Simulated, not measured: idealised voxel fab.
process module | voxel capacitor over wiring
cross-section cut | 295 nm wide | cells 5 nm
A cross-section is a grid of square cells, given in bands from the top down. A band is one or more rows of cells.
Each band's line starts with the height of the band's top and of its bottom, in nm. Then come its materials from left to right, each with its width in nm. One material with "throughout" fills the band from edge to edge. "air" is empty space.
Height 0 is the level under which the wafer as received is all one material. The lowest band goes on downwards, as in "0 down".
A width such as "30 to 40" changes by the same amount from each row of cells to the next, from the band's top row to its bottom row.
"no change" after a step means that no cell of the cross-section changed.
closed voids: empty space of 8 cells or more with no open way to the top, each as width x height at its distance from the left edge, in nm
after a step's settings: what the simulator itself notes on the step
overlay nm, on a step with a mask: how far to the right of its planned place the mask lay; to the left if negative
plan
1 op RECEIVE | material Si
2 op CONFORMAL_DEP | material SiO2 | thk nm 15
3 op DIRECTIONAL_DEP | material TiN | thk nm 5
4 op DIRECTIONAL_DEP | material W | thk nm 25
5 op MASKED_ETCH | tone cover | mask id METAL_1 | width nm 25 | pitch nm 90 | etch materials W | depth nm 25 | overlay nm 0
6 op MASKED_ETCH | tone cover | mask id METAL_1 | width nm 25 | pitch nm 90 | etch materials TiN | depth nm 5 | overlay nm 0
7 op FILL_DEP | material SiO2 | thk nm 5
8 op CMP | height nm 45
9 op CONFORMAL_DEP | material SiCN | thk nm 5
10 op DIRECTIONAL_DEP | material SiO2 | thk nm 10
11 op PATTERN | tone open | mask id PLUG_1 | material resist | width nm 15 | thk nm 15 | overlay nm 0
12 op DIRECTIONAL_ETCH | etch materials SiO2 | depth nm 10
13 op DIRECTIONAL_ETCH | etch materials SiCN | depth nm 5
14 op STRIP | etch materials resist
15 op EPI | material Ru | thk nm 10
16 op EPI | material Ru | thk nm 5
17 op DIRECTIONAL_DEP | material TiN | thk nm 5
18 op DIRECTIONAL_DEP | material Al2O3 | thk nm 5
19 op DIRECTIONAL_DEP | material TiN | thk nm 10
20 op PATTERN | tone cover | mask id UPPER_PLATE | material resist | width nm 70 | thk nm 15 | overlay nm 0
21 op DIRECTIONAL_ETCH | etch materials TiN | depth nm 10
22 op DIRECTIONAL_ETCH | etch materials Al2O3 | depth nm 5
23 op STRIP | etch materials resist
24 op MASKED_ETCH | tone cover | mask id LOWER_PLATE | width nm 80 | etch materials TiN | depth nm 5 | overlay nm 0
25 op FILL_DEP | material SiO2 | thk nm 20
26 op CMP | height nm 95
27 op PATTERN | tone open | mask id PLUG_2 | material resist | width nm 15 | thk nm 15 | overlay nm 0
28 op DIRECTIONAL_ETCH | etch materials SiO2 | depth nm 15
29 op STRIP | etch materials resist
30 op CONFORMAL_DEP | material TiN | thk nm 5
31 op FILL_DEP | material Cu | thk nm 10
32 op CMP | height nm 95
33 op CONFORMAL_DEP | material SiCN | thk nm 5
varied across the wafers: thk nm of step 3. The plan shows the first wafer's value. All wafers start alike
first wafer as received, after step 1
  0 down: Si throughout
  closed voids: none
each wafer at the end: cells of each material gained (+) or lost (-) since it was received, then its closed voids
thk nm 5 | +14 Al2O3 | +2 Cu | +9 Ru | +115 SiCN | +929 SiO2 | +61 TiN | +50 W | closed voids: none
thk nm 10 | +14 Al2O3 | +2 Cu | +9 Ru | +115 SiCN | +880 SiO2 | +120 TiN | +40 W | closed voids: none
thk nm 15 | +14 Al2O3 | +2 Cu | +9 Ru | +115 SiCN | +831 SiO2 | +179 TiN | +30 W | closed voids: none
thk nm 20 | +14 Al2O3 | +2 Cu | +9 Ru | +115 SiCN | +782 SiO2 | +238 TiN | +20 W | closed voids: none
